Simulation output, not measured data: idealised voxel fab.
Proc. module: voxel gate over fins
Shown is cross-section cut, with a width of 270 nm and square cells of size 5 nm.
Reading order for cross-sections: top band down to bottom band. Underlying form: a grid of square cells. Band size: one or more rows of cells.
First you get the band's top height and its bottom height, in nm, and then the materials it's made of, left to right, with each width in nm. If you see a single material with "edge to edge", that one covers the band edge to edge. "air" is empty space.
Basically, 0 is our baseline, since under it the wafer straight out of the box is all one material. The bottom band has no lower end and keeps on going down, so it looks like "0 nm and below".
A width given as "30..40" starts at the first number in the band's top row and ends at the second number in its bottom row, shifting by an equal amount at every step from row to row.
"nothing changed" after a step means that no cell of the cross-section changed.
Under "Closed voids list" you'll find the enclosed gaps, the ones with no way out to the top, that are 8 cells or bigger; each reads width x height at distance, with distance counted from the left edge, everything in nm.
On a step's line, text after the settings is the simulator commenting on that step.
overlay nm: for a step with a mask, the amount by which the mask lay right of where it was planned; a negative amount means left of it.
Below you will find pairs of cross-sections. In each, one shows the wafer before one process step and the other after it, with the after view ending at the lowest band that changed. Under each pair is the step separating them, along with its settings. Do not assume the pairs form a chain: they can come from different runs of this module on the same starting wafer, and a pair continues from the pair above it only when its "Pre-step profile" entry says so.
### Pre-step profile
> 0 nm to -10 nm = 100 nm air  15 nm Si  35 nm air  15 nm Si  105 nm air
> -10 nm to -15 nm = 100 nm SiO2  15 nm Si  35 nm SiO2  15 nm Si  105 nm SiO2
> -15 nm to -30 nm = 100 nm SiO2  15 nm Si  10 nm SiO2  5 nm TiN  5 nm W  5 nm TiN  10 nm SiO2  15 nm Si  105 nm SiO2
> -30 nm to -35 nm = 100 nm SiO2  15 nm Si  10 nm SiO2  15 nm TiN  10 nm SiO2  15 nm Si  105 nm SiO2
> -35 nm and below = Si edge to edge
> Closed voids list: none
### Post-Step Snapshot
> 5 nm to 0 nm = 95 nm air  25 nm HfO2  25 nm air  25 nm HfO2  100 nm air
> 0 nm to -5 nm = 95 nm air  5 nm HfO2  15 nm Si  5 nm HfO2  25 nm air  5 nm HfO2  15 nm Si  5 nm HfO2  100 nm air
> -5 nm to -10 nm = 100 nm HfO2  15 nm Si  35 nm HfO2  15 nm Si  105 nm HfO2
> Heights below -10 show no change.
> Closed voids list: none
The two cross-sections above bracket this step: CONFORMAL_DEP [material HfO2] [thk nm 5]
Pre-step profile: identical to the post-step cross-section of the immediately preceding pair.
### Post-Step Snapshot
> 10 nm to 5 nm = 90 nm air  35 nm TiN  15 nm air  35 nm TiN  95 nm air
> 5 nm to 0 nm = 90 nm air  5 nm TiN  25 nm HfO2  5 nm TiN  15 nm air  5 nm TiN  25 nm HfO2  5 nm TiN  95 nm air
> 0 nm to -5 nm = 95 nm TiN  5 nm HfO2  15 nm Si  5 nm HfO2  25 nm TiN  5 nm HfO2  15 nm Si  5 nm HfO2  100 nm TiN
> Heights below -5 show no change.
> Closed voids list: none
The two cross-sections above bracket this step: CONFORMAL_DEP [material TiN] [thk nm 5]
Pre-step profile: identical to the post-step cross-section of the immediately preceding pair.
### Post-Step Snapshot
> 20 nm to 10 nm = W edge to edge
> 10 nm to 5 nm = 90 nm W  35 nm TiN  15 nm W  35 nm TiN  95 nm W
> 5 nm to 0 nm = 90 nm W  5 nm TiN  25 nm HfO2  5 nm TiN  15 nm W  5 nm TiN  25 nm HfO2  5 nm TiN  95 nm W
> Heights below 0 show no change.
> Closed voids list: none
The two cross-sections above bracket this step: FILL_DEP [material W] [thk nm 10]
Pre-step profile: identical to the post-step cross-section of the immediately preceding pair.
### Post-Step Snapshot
> 15 nm to 10 nm = W edge to edge
> Heights below 10 show no change.
> Closed voids list: none
The two cross-sections above bracket this step: CMP [height nm 15]
Pre-step profile: identical to the post-step cross-section of the immediately preceding pair.
### Post-Step Snapshot
> 20 nm to 15 nm = SiCN edge to edge
> Heights below 15 show no change.
> Closed voids list: none
The two cross-sections above bracket this step: CONFORMAL_DEP [material SiCN] [thk nm 5]
### Pre-step profile
> 5 nm to 0 nm = 100 nm SiO2  15 nm SiN  35 nm SiO2  15 nm SiN  105 nm SiO2
> 0 nm to -40 nm = 100 nm SiO2  15 nm Si  35 nm SiO2  15 nm Si  105 nm SiO2
> -40 nm and below = Si edge to edge
> Closed voids list: none
### Post-Step Snapshot
> 25 nm to 5 nm = 125 nm resist  20 nm air  125 nm resist
> Heights below 5 show no change.
> Closed voids list: none
The two cross-sections above bracket this step: PATTERN [tone open] [mask id RAIL] [material resist] [width nm 20] [thk nm 20] [overlay nm 0]
Pre-step profile: identical to the post-step cross-section of the immediately preceding pair.
### Post-Step Snapshot
> 25 nm to 5 nm = 125 nm resist  20 nm air  125 nm resist
> 5 nm to 0 nm = 100 nm SiO2  15 nm SiN  10 nm SiO2  20 nm air  5 nm SiO2  15 nm SiN  105 nm SiO2
> 0 nm to -35 nm = 100 nm SiO2  15 nm Si  10 nm SiO2  20 nm air  5 nm SiO2  15 nm Si  105 nm SiO2
> Heights below -35 show no change.
> Closed voids list: none
The two cross-sections above bracket this step: DIRECTIONAL_ETCH [etch materials SiO2] [depth nm 40]
Pre-step profile: identical to the post-step cross-section of the immediately preceding pair.
### Post-Step Snapshot
> 5 nm to 0 nm = 100 nm SiO2  15 nm SiN  10 nm SiO2  20 nm air  5 nm SiO2  15 nm SiN  105 nm SiO2
> Heights below 0 show no change.
> Closed voids list: none
The two cross-sections above bracket this step: STRIP [etch materials resist]
Pre-step profile: identical to the post-step cross-section of the immediately preceding pair.
### Post-Step Snapshot
> 10 nm to 5 nm = 130 nm TiN  10 nm air  130 nm TiN
> 5 nm to 0 nm = 100 nm SiO2  15 nm SiN  10 nm SiO2  5 nm TiN  10 nm air  5 nm TiN  5 nm SiO2  15 nm SiN  105 nm SiO2
> 0 nm to -30 nm = 100 nm SiO2  15 nm Si  10 nm SiO2  5 nm TiN  10 nm air  5 nm TiN  5 nm SiO2  15 nm Si  105 nm SiO2
> -30 nm to -35 nm = 100 nm SiO2  15 nm Si  10 nm SiO2  20 nm TiN  5 nm SiO2  15 nm Si  105 nm SiO2
> Heights below -35 show no change.
> Closed voids list: none
The two cross-sections above bracket this step: CONFORMAL_DEP [material TiN] [thk nm 5]
Pre-step profile: identical to the post-step cross-section of the immediately preceding pair.
### Post-Step Snapshot
> 15 nm to 10 nm = W edge to edge
> 10 nm to 5 nm = 130 nm TiN  10 nm W  130 nm TiN
> 5 nm to 0 nm = 100 nm SiO2  15 nm SiN  10 nm SiO2  5 nm TiN  10 nm W  5 nm TiN  5 nm SiO2  15 nm SiN  105 nm SiO2
> 0 nm to -30 nm = 100 nm SiO2  15 nm Si  10 nm SiO2  5 nm TiN  10 nm W  5 nm TiN  5 nm SiO2  15 nm Si  105 nm SiO2
> Heights below -30 show no change.
> Closed voids list: none
The two cross-sections above bracket this step: FILL_DEP [material W] [thk nm 5]
Pre-step profile: identical to the post-step cross-section of the immediately preceding pair.
### Post-Step Snapshot
> 5 nm to 0 nm = 100 nm SiO2  15 nm SiN  10 nm SiO2  5 nm TiN  10 nm W  5 nm TiN  5 nm SiO2  15 nm SiN  105 nm SiO2
> Heights below 0 show no change.
> Closed voids list: none
The two cross-sections above bracket this step: CMP [height nm 5]
Pre-step profile: identical to the post-step cross-section of the immediately preceding pair.
### Post-Step Snapshot
> 5 nm to 0 nm = 100 nm SiO2  15 nm SiN  10 nm SiO2  20 nm air  5 nm SiO2  15 nm SiN  105 nm SiO2
> 0 nm to -15 nm = 100 nm SiO2  15 nm Si  10 nm SiO2  20 nm air  5 nm SiO2  15 nm Si  105 nm SiO2
> Heights below -15 show no change.
> Closed voids list: none
The two cross-sections above bracket this step: SELECTIVE_ETCH [etch materials W Ru TiN] [depth nm 20]
Pre-step profile: identical to the post-step cross-section of the immediately preceding pair.
### Post-Step Snapshot
> 10 nm to 5 nm = SiO2 edge to edge
> 5 nm to 0 nm = 100 nm SiO2  15 nm SiN  35 nm SiO2  15 nm SiN  105 nm SiO2
> 0 nm to -15 nm = 100 nm SiO2  15 nm Si  35 nm SiO2  15 nm Si  105 nm SiO2
> Heights below -15 show no change.
> Closed voids list: none
The two cross-sections above bracket this step: FILL_DEP [material SiO2] [thk nm 5]
Pre-step profile: identical to the post-step cross-section of the immediately preceding pair.
### Post-Step Snapshot
> 5 nm to 0 nm = 100 nm SiO2  15 nm SiN  35 nm SiO2  15 nm SiN  105 nm SiO2
> Heights below 0 show no change.
> Closed voids list: none
The two cross-sections above bracket this step: CMP [height nm 5]
Pre-step profile: identical to the post-step cross-section of the immediately preceding pair.
### Post-Step Snapshot
> 5 nm to 0 nm = 100 nm air  15 nm SiN  35 nm air  15 nm SiN  105 nm air
> 0 nm to -10 nm = 100 nm air  15 nm Si  35 nm air  15 nm Si  105 nm air
> Heights below -10 show no change.
> Closed voids list: none
The two cross-sections above bracket this step: SELECTIVE_ETCH [etch materials SiO2] [depth nm 15]
Pre-step profile: identical to the post-step cross-section of the immediately preceding pair.
### Post-Step Snapshot
> 0 nm to -10 nm = 100 nm air  15 nm Si  35 nm air  15 nm Si  105 nm air
> Heights below -10 show no change.
> Closed voids list: none
The two cross-sections above bracket this step: STRIP [etch materials SiN]
Pre-step profile: identical to the post-step cross-section of the immediately preceding pair.
### Post-Step Snapshot
> 5 nm to 0 nm = 95 nm air  25 nm HfO2  25 nm air  25 nm HfO2  100 nm air
> 0 nm to -5 nm = 95 nm air  5 nm HfO2  15 nm Si  5 nm HfO2  25 nm air  5 nm HfO2  15 nm Si  5 nm HfO2  100 nm air
> -5 nm to -10 nm = 100 nm HfO2  15 nm Si  35 nm HfO2  15 nm Si  105 nm HfO2
> Heights below -10 show no change.
> Closed voids list: none
The two cross-sections above bracket this step: CONFORMAL_DEP [material HfO2] [thk nm 5]
Pre-step profile: identical to the post-step cross-section of the immediately preceding pair.
### Post-Step Snapshot
> 10 nm to 5 nm = 90 nm air  35 nm TiN  15 nm air  35 nm TiN  95 nm air
> 5 nm to 0 nm = 90 nm air  5 nm TiN  25 nm HfO2  5 nm TiN  15 nm air  5 nm TiN  25 nm HfO2  5 nm TiN  95 nm air
> 0 nm to -5 nm = 95 nm TiN  5 nm HfO2  15 nm Si  5 nm HfO2  25 nm TiN  5 nm HfO2  15 nm Si  5 nm HfO2  100 nm TiN
> Heights below -5 show no change.
> Closed voids list: none
The two cross-sections above bracket this step: CONFORMAL_DEP [material TiN] [thk nm 5]
Pre-step profile: identical to the post-step cross-section of the immediately preceding pair.
### Post-Step Snapshot
> 20 nm to 10 nm = W edge to edge
> 10 nm to 5 nm = 90 nm W  35 nm TiN  15 nm W  35 nm TiN  95 nm W
> 5 nm to 0 nm = 90 nm W  5 nm TiN  25 nm HfO2  5 nm TiN  15 nm W  5 nm TiN  25 nm HfO2  5 nm TiN  95 nm W
> Heights below 0 show no change.
> Closed voids list: none
The two cross-sections above bracket this step: FILL_DEP [material W] [thk nm 10]
Pre-step profile: identical to the post-step cross-section of the immediately preceding pair.
### Post-Step Snapshot
> 15 nm to 10 nm = W edge to edge
> Heights below 10 show no change.
> Closed voids list: none
The two cross-sections above bracket this step: CMP [height nm 15]
Pre-step profile: identical to the post-step cross-section of the immediately preceding pair.
### Post-Step Snapshot
> 20 nm to 15 nm = SiCN edge to edge
> Heights below 15 show no change.
> Closed voids list: none
The two cross-sections above bracket this step: CONFORMAL_DEP [material SiCN] [thk nm 5]
### Pre-step profile
> 5 nm to 0 nm = 100 nm SiO2  15 nm SiN  35 nm SiO2  15 nm SiN  105 nm SiO2
> 0 nm to -40 nm = 100 nm SiO2  15 nm Si  35 nm SiO2  15 nm Si  105 nm SiO2
> -40 nm and below = Si edge to edge
> Closed voids list: none
### Post-Step Snapshot
> 25 nm to 5 nm = 115 nm resist  15 nm air  140 nm resist
> Heights below 5 show no change.
> Closed voids list: none
The two cross-sections above bracket this step: PATTERN [tone open] [mask id RAIL] [material resist] [width nm 15] [thk nm 20] [overlay nm -10]
Pre-step profile: identical to the post-step cross-section of the immediately preceding pair.
### Post-Step Snapshot
> 25 nm to 5 nm = 115 nm resist  15 nm air  140 nm resist
> 5 nm to 0 nm = 100 nm SiO2  15 nm SiN  15 nm air  20 nm SiO2  15 nm SiN  105 nm SiO2
> 0 nm to -35 nm = 100 nm SiO2  15 nm Si  15 nm air  20 nm SiO2  15 nm Si  105 nm SiO2
> Heights below -35 show no change.
> Closed voids list: none
The two cross-sections above bracket this step: DIRECTIONAL_ETCH [etch materials SiO2] [depth nm 40]
Pre-step profile: identical to the post-step cross-section of the immediately preceding pair.
### Post-Step Snapshot
> 5 nm to 0 nm = 100 nm SiO2  15 nm SiN  15 nm air  20 nm SiO2  15 nm SiN  105 nm SiO2
> Heights below 0 show no change.
> Closed voids list: none
The two cross-sections above bracket this step: STRIP [etch materials resist]
Pre-step profile: identical to the post-step cross-section of the immediately preceding pair.
### Post-Step Snapshot
> 10 nm to 5 nm = 120 nm TiN  5 nm air  145 nm TiN
> 5 nm to 0 nm = 100 nm SiO2  15 nm SiN  5 nm TiN  5 nm air  5 nm TiN  20 nm SiO2  15 nm SiN  105 nm SiO2
> 0 nm to -30 nm = 100 nm SiO2  15 nm Si  5 nm TiN  5 nm air  5 nm TiN  20 nm SiO2  15 nm Si  105 nm SiO2
> -30 nm to -35 nm = 100 nm SiO2  15 nm Si  15 nm TiN  20 nm SiO2  15 nm Si  105 nm SiO2
> Heights below -35 show no change.
> Closed voids list: none
The two cross-sections above bracket this step: CONFORMAL_DEP [material TiN] [thk nm 5]
Pre-step profile: identical to the post-step cross-section of the immediately preceding pair.
### Post-Step Snapshot
> 15 nm to 10 nm = W edge to edge
> 10 nm to 5 nm = 120 nm TiN  5 nm W  145 nm TiN
> 5 nm to 0 nm = 100 nm SiO2  15 nm SiN  5 nm TiN  5 nm W  5 nm TiN  20 nm SiO2  15 nm SiN  105 nm SiO2
> 0 nm to -30 nm = 100 nm SiO2  15 nm Si  5 nm TiN  5 nm W  5 nm TiN  20 nm SiO2  15 nm Si  105 nm SiO2
> Heights below -30 show no change.
> Closed voids list: none
The two cross-sections above bracket this step: FILL_DEP [material W] [thk nm 5]
Pre-step profile: identical to the post-step cross-section of the immediately preceding pair.
### Post-Step Snapshot
> 5 nm to 0 nm = 100 nm SiO2  15 nm SiN  5 nm TiN  5 nm W  5 nm TiN  20 nm SiO2  15 nm SiN  105 nm SiO2
> Heights below 0 show no change.
> Closed voids list: none
The two cross-sections above bracket this step: CMP [height nm 5]
Pre-step profile: identical to the post-step cross-section of the immediately preceding pair.
### Post-Step Snapshot
> 5 nm to 0 nm = 100 nm SiO2  15 nm SiN  15 nm air  20 nm SiO2  15 nm SiN  105 nm SiO2
> 0 nm to -15 nm = 100 nm SiO2  15 nm Si  15 nm air  20 nm SiO2  15 nm Si  105 nm SiO2
> Heights below -15 show no change.
> Closed voids list: none
The two cross-sections above bracket this step: SELECTIVE_ETCH [etch materials W Ru TiN] [depth nm 20]
Pre-step profile: identical to the post-step cross-section of the immediately preceding pair.
### Post-Step Snapshot
> 10 nm to 5 nm = SiO2 edge to edge
> 5 nm to 0 nm = 100 nm SiO2  15 nm SiN  35 nm SiO2  15 nm SiN  105 nm SiO2
> 0 nm to -15 nm = 100 nm SiO2  15 nm Si  35 nm SiO2  15 nm Si  105 nm SiO2
> Heights below -15 show no change.
> Closed voids list: none
The two cross-sections above bracket this step: FILL_DEP [material SiO2] [thk nm 5]
Pre-step profile: identical to the post-step cross-section of the immediately preceding pair.
### Post-Step Snapshot
> 5 nm to 0 nm = 100 nm SiO2  15 nm SiN  35 nm SiO2  15 nm SiN  105 nm SiO2
> Heights below 0 show no change.
> Closed voids list: none
The two cross-sections above bracket this step: CMP [height nm 5]
Pre-step profile: identical to the post-step cross-section of the immediately preceding pair.
### Post-Step Snapshot
> 5 nm to 0 nm = 100 nm air  15 nm SiN  35 nm air  15 nm SiN  105 nm air
> 0 nm to -10 nm = 100 nm air  15 nm Si  35 nm air  15 nm Si  105 nm air
> Heights below -10 show no change.
> Closed voids list: none
The two cross-sections above bracket this step: SELECTIVE_ETCH [etch materials SiO2] [depth nm 15]
Pre-step profile: identical to the post-step cross-section of the immediately preceding pair.
### Post-Step Snapshot
> 0 nm to -10 nm = 100 nm air  15 nm Si  35 nm air  15 nm Si  105 nm air
> Heights below -10 show no change.
> Closed voids list: none
The two cross-sections above bracket this step: STRIP [etch materials SiN]
Pre-step profile: identical to the post-step cross-section of the immediately preceding pair.
### Post-Step Snapshot
> 5 nm to 0 nm = 95 nm air  25 nm HfO2  25 nm air  25 nm HfO2  100 nm air
> 0 nm to -5 nm = 95 nm air  5 nm HfO2  15 nm Si  5 nm HfO2  25 nm air  5 nm HfO2  15 nm Si  5 nm HfO2  100 nm air
> -5 nm to -10 nm = 100 nm HfO2  15 nm Si  35 nm HfO2  15 nm Si  105 nm HfO2
> Heights below -10 show no change.
> Closed voids list: none
The two cross-sections above bracket this step: CONFORMAL_DEP [material HfO2] [thk nm 5]
Pre-step profile: identical to the post-step cross-section of the immediately preceding pair.
### Post-Step Snapshot
> 10 nm to 5 nm = 90 nm air  35 nm TiN  15 nm air  35 nm TiN  95 nm air
> 5 nm to 0 nm = 90 nm air  5 nm TiN  25 nm HfO2  5 nm TiN  15 nm air  5 nm TiN  25 nm HfO2  5 nm TiN  95 nm air
> 0 nm to -5 nm = 95 nm TiN  5 nm HfO2  15 nm Si  5 nm HfO2  25 nm TiN  5 nm HfO2  15 nm Si  5 nm HfO2  100 nm TiN
> Heights below -5 show no change.
> Closed voids list: none
The two cross-sections above bracket this step: CONFORMAL_DEP [material TiN] [thk nm 5]
Pre-step profile: identical to the post-step cross-section of the immediately preceding pair.
### Post-Step Snapshot
> 20 nm to 10 nm = W edge to edge
> 10 nm to 5 nm = 90 nm W  35 nm TiN  15 nm W  35 nm TiN  95 nm W
> 5 nm to 0 nm = 90 nm W  5 nm TiN  25 nm HfO2  5 nm TiN  15 nm W  5 nm TiN  25 nm HfO2  5 nm TiN  95 nm W
> Heights below 0 show no change.
> Closed voids list: none
The two cross-sections above bracket this step: FILL_DEP [material W] [thk nm 10]
Pre-step profile: identical to the post-step cross-section of the immediately preceding pair.
### Post-Step Snapshot
> 15 nm to 10 nm = W edge to edge
> Heights below 10 show no change.
> Closed voids list: none
The two cross-sections above bracket this step: CMP [height nm 15]
Pre-step profile: identical to the post-step cross-section of the immediately preceding pair.
### Post-Step Snapshot
> 20 nm to 15 nm = SiCN edge to edge
> Heights below 15 show no change.
> Closed voids list: none
The two cross-sections above bracket this step: CONFORMAL_DEP [material SiCN] [thk nm 5]
### Pre-step profile
> 5 nm to 0 nm = 95 nm air  25 nm HfO2  25 nm air  25 nm HfO2  100 nm air
> 0 nm to -5 nm = 95 nm air  5 nm HfO2  15 nm Si  5 nm HfO2  25 nm air  5 nm HfO2  15 nm Si  5 nm HfO2  100 nm air
> -5 nm to -10 nm = 100 nm HfO2  15 nm Si  35 nm HfO2  15 nm Si  105 nm HfO2
> -10 nm to -15 nm = 100 nm SiO2  15 nm Si  35 nm SiO2  15 nm Si  105 nm SiO2
> -15 nm to -30 nm = 100 nm SiO2  15 nm Si  10 nm SiO2  5 nm TiN  5 nm W  5 nm TiN  10 nm SiO2  15 nm Si  105 nm SiO2
> -30 nm to -35 nm = 100 nm SiO2  15 nm Si  10 nm SiO2  15 nm TiN  10 nm SiO2  15 nm Si  105 nm SiO2
> -35 nm to -40 nm = 100 nm SiO2  15 nm Si  35 nm SiO2  15 nm Si  105 nm SiO2
> -40 nm and below = Si edge to edge
> Closed voids list: none
### Post-Step Snapshot
> 10 nm to 5 nm = 90 nm air  35 nm SiCN  15 nm air  35 nm SiCN  95 nm air
> 5 nm to 0 nm = 90 nm air  5 nm SiCN  25 nm HfO2  5 nm SiCN  15 nm air  5 nm SiCN  25 nm HfO2  5 nm SiCN  95 nm air
> 0 nm to -5 nm = 95 nm SiCN  5 nm HfO2  15 nm Si  5 nm HfO2  25 nm SiCN  5 nm HfO2  15 nm Si  5 nm HfO2  100 nm SiCN
> Heights below -5 show no change.
> Closed voids list: none
The two cross-sections above bracket this step: CONFORMAL_DEP [material SiCN] [thk nm 5]
Pre-step profile: identical to the post-step cross-section of the immediately preceding pair.
### Post-Step Snapshot
> 20 nm to 10 nm = W edge to edge
> 10 nm to 5 nm = 90 nm W  35 nm SiCN  15 nm W  35 nm SiCN  95 nm W
> 5 nm to 0 nm = 90 nm W  5 nm SiCN  25 nm HfO2  5 nm SiCN  15 nm W  5 nm SiCN  25 nm HfO2  5 nm SiCN  95 nm W
> Heights below 0 show no change.
> Closed voids list: none
The two cross-sections above bracket this step: FILL_DEP [material W] [thk nm 10]
Pre-step profile: identical to the post-step cross-section of the immediately preceding pair.
### Post-Step Snapshot
> 15 nm to 10 nm = W edge to edge
> Heights below 10 show no change.
> Closed voids list: none
The two cross-sections above bracket this step: CMP [height nm 15]
Pre-step profile: identical to the post-step cross-section of the immediately preceding pair.
### Post-Step Snapshot
> 20 nm to 15 nm = SiCN edge to edge
> Heights below 15 show no change.
> Closed voids list: none
The two cross-sections above bracket this step: CONFORMAL_DEP [material SiCN] [thk nm 5]
### Pre-step profile
> 15 nm to 5 nm = aC edge to edge
> 5 nm to 0 nm = SiN edge to edge
> 0 nm and below = Si edge to edge
> Closed voids list: none
### Post-Step Snapshot
> 45 nm to 15 nm = 100 nm resist  15 nm air  35 nm resist  15 nm air  105 nm resist
> Heights below 15 show no change.
> Closed voids list: none
The two cross-sections above bracket this step: PATTERN [tone open] [mask id FINS] [material resist] [width nm 15] [pitch nm 50] [thk nm 30] [overlay nm 0]
Pre-step profile: identical to the post-step cross-section of the immediately preceding pair.
### Post-Step Snapshot
> 35 nm to 15 nm = 100 nm resist  15 nm air  35 nm resist  15 nm air  105 nm resist
> 15 nm to 5 nm = 100 nm aC  15 nm air  35 nm aC  15 nm air  105 nm aC
> Heights below 5 show no change.
> Closed voids list: none
The two cross-sections above bracket this step: DIRECTIONAL_ETCH [etch materials aC] [depth nm 10]
Pre-step profile: identical to the post-step cross-section of the immediately preceding pair.
### Post-Step Snapshot
> 15 nm to 5 nm = 100 nm aC  15 nm air  35 nm aC  15 nm air  105 nm aC
> Heights below 5 show no change.
> Closed voids list: none
The two cross-sections above bracket this step: STRIP [etch materials resist]
Pre-step profile: identical to the post-step cross-section of the immediately preceding pair.
### Post-Step Snapshot
> 15 nm to 5 nm = 100 nm aC  15 nm air  35 nm aC  15 nm air  105 nm aC
> 5 nm to 0 nm = 100 nm SiN  15 nm air  35 nm SiN  15 nm air  105 nm SiN
> Heights below 0 show no change.
> Closed voids list: none
The two cross-sections above bracket this step: DIRECTIONAL_ETCH [etch materials SiN] [depth nm 5]
Pre-step profile: identical to the post-step cross-section of the immediately preceding pair.
### Post-Step Snapshot
> 15 nm to 5 nm = 100 nm aC  15 nm air  35 nm aC  15 nm air  105 nm aC
> 5 nm to 0 nm = 100 nm SiN  15 nm air  35 nm SiN  15 nm air  105 nm SiN
> 0 nm to -40 nm = 100 nm Si  15 nm air  35 nm Si  15 nm air  105 nm Si
> Heights below -40 show no change.
> Closed voids list: none
The two cross-sections above bracket this step: DIRECTIONAL_ETCH [etch materials Si] [depth nm 40]
Pre-step profile: identical to the post-step cross-section of the immediately preceding pair.
### Post-Step Snapshot
> 5 nm to 0 nm = 100 nm SiN  15 nm air  35 nm SiN  15 nm air  105 nm SiN
> Heights below 0 show no change.
> Closed voids list: none
The two cross-sections above bracket this step: STRIP [etch materials aC]
Pre-step profile: identical to the post-step cross-section of the immediately preceding pair.
### Post-Step Snapshot
> 10 nm to 5 nm = SiO2 edge to edge
> 5 nm to 0 nm = 100 nm SiN  15 nm SiO2  35 nm SiN  15 nm SiO2  105 nm SiN
> 0 nm to -40 nm = 100 nm Si  15 nm SiO2  35 nm Si  15 nm SiO2  105 nm Si
> Heights below -40 show no change.
> Closed voids list: none
The two cross-sections above bracket this step: FILL_DEP [material SiO2] [thk nm 5]
Pre-step profile: identical to the post-step cross-section of the immediately preceding pair.
### Post-Step Snapshot
> 5 nm to 0 nm = 100 nm SiN  15 nm SiO2  35 nm SiN  15 nm SiO2  105 nm SiN
> Heights below 0 show no change.
> Closed voids list: none
The two cross-sections above bracket this step: CMP [height nm 5]
Pre-step profile: identical to the post-step cross-section of the immediately preceding pair.
### Post-Step Snapshot
> 25 nm to 5 nm = 125 nm resist  15 nm air  130 nm resist
> Heights below 5 show no change.
> Closed voids list: none
The two cross-sections above bracket this step: PATTERN [tone open] [mask id RAIL] [material resist] [width nm 15] [thk nm 20] [overlay nm 0]
Pre-step profile: identical to the post-step cross-section of the immediately preceding pair.
### Post-Step Snapshot
> 5 nm to 0 nm = 100 nm SiN  15 nm SiO2  35 nm SiN  15 nm SiO2  105 nm SiN
> Heights below 0 show no change.
> Closed voids list: none
The two cross-sections above bracket this step: STRIP [etch materials resist]
Pre-step profile: identical to the post-step cross-section of the immediately preceding pair.
### Post-Step Snapshot
> 10 nm to 5 nm = TiN edge to edge
> Heights below 5 show no change.
> Closed voids list: none
The two cross-sections above bracket this step: CONFORMAL_DEP [material TiN] [thk nm 5]
Pre-step profile: identical to the post-step cross-section of the immediately preceding pair.
### Post-Step Snapshot
> 15 nm to 10 nm = W edge to edge
> Heights below 10 show no change.
> Closed voids list: none
The two cross-sections above bracket this step: FILL_DEP [material W] [thk nm 5]
Pre-step profile: identical to the post-step cross-section of the immediately preceding pair.
### Post-Step Snapshot
> 5 nm to 0 nm = 100 nm SiN  15 nm SiO2  35 nm SiN  15 nm SiO2  105 nm SiN
> Heights below 0 show no change.
> Closed voids list: none
The two cross-sections above bracket this step: CMP [height nm 5]
Pre-step profile: identical to the post-step cross-section of the immediately preceding pair.
### Post-Step Snapshot
> 10 nm to 5 nm = SiO2 edge to edge
> Heights below 5 show no change.
> Closed voids list: none
The two cross-sections above bracket this step: FILL_DEP [material SiO2] [thk nm 5]
### Pre-step profile
> 5 nm to 0 nm = 100 nm SiN  15 nm SiO2  35 nm SiN  15 nm SiO2  105 nm SiN
> 0 nm to -40 nm = 100 nm Si  15 nm SiO2  35 nm Si  15 nm SiO2  105 nm Si
> -40 nm and below = Si edge to edge
> Closed voids list: none
### Post-Step Snapshot
> 5 nm to 0 nm = 100 nm SiN  15 nm air  35 nm SiN  15 nm air  105 nm SiN
> 0 nm to -10 nm = 100 nm Si  15 nm air  35 nm Si  15 nm air  105 nm Si
> Heights below -10 show no change.
> Closed voids list: none
The two cross-sections above bracket this step: SELECTIVE_ETCH [etch materials SiO2] [depth nm 15]
Pre-step profile: identical to the post-step cross-section of the immediately preceding pair.
### Post-Step Snapshot
> 0 nm to -10 nm = 100 nm Si  15 nm air  35 nm Si  15 nm air  105 nm Si
> Heights below -10 show no change.
> Closed voids list: none
The two cross-sections above bracket this step: STRIP [etch materials SiN]
Pre-step profile: identical to the post-step cross-section of the immediately preceding pair.
### Post-Step Snapshot
> 5 nm to 0 nm = 105 nm HfO2  5 nm air  45 nm HfO2  5 nm air  110 nm HfO2
> 0 nm to -5 nm = 100 nm Si  5 nm HfO2  5 nm air  5 nm HfO2  35 nm Si  5 nm HfO2  5 nm air  5 nm HfO2  105 nm Si
> -5 nm to -10 nm = 100 nm Si  15 nm HfO2  35 nm Si  15 nm HfO2  105 nm Si
> Heights below -10 show no change.
> Closed voids list: none
The two cross-sections above bracket this step: CONFORMAL_DEP [material HfO2] [thk nm 5]
Pre-step profile: identical to the post-step cross-section of the immediately preceding pair.
### Post-Step Snapshot
> 10 nm to 5 nm = TiN edge to edge
> 5 nm to 0 nm = 105 nm HfO2  5 nm TiN  45 nm HfO2  5 nm TiN  110 nm HfO2
> 0 nm to -5 nm = 100 nm Si  5 nm HfO2  5 nm TiN  5 nm HfO2  35 nm Si  5 nm HfO2  5 nm TiN  5 nm HfO2  105 nm Si
> Heights below -5 show no change.
> Closed voids list: none
The two cross-sections above bracket this step: CONFORMAL_DEP [material TiN] [thk nm 5]
Pre-step profile: identical to the post-step cross-section of the immediately preceding pair.
### Post-Step Snapshot
> 20 nm to 10 nm = W edge to edge
> Heights below 10 show no change.
> Closed voids list: none
The two cross-sections above bracket this step: FILL_DEP [material W] [thk nm 10]
Pre-step profile: identical to the post-step cross-section of the immediately preceding pair.
### Post-Step Snapshot
> 15 nm to 10 nm = W edge to edge
> Heights below 10 show no change.
> Closed voids list: none
The two cross-sections above bracket this step: CMP [height nm 15]
Pre-step profile: identical to the post-step cross-section of the immediately preceding pair.
### Post-Step Snapshot
> 20 nm to 15 nm = SiCN edge to edge
> Heights below 15 show no change.
> Closed voids list: none
The two cross-sections above bracket this step: CONFORMAL_DEP [material SiCN] [thk nm 5]
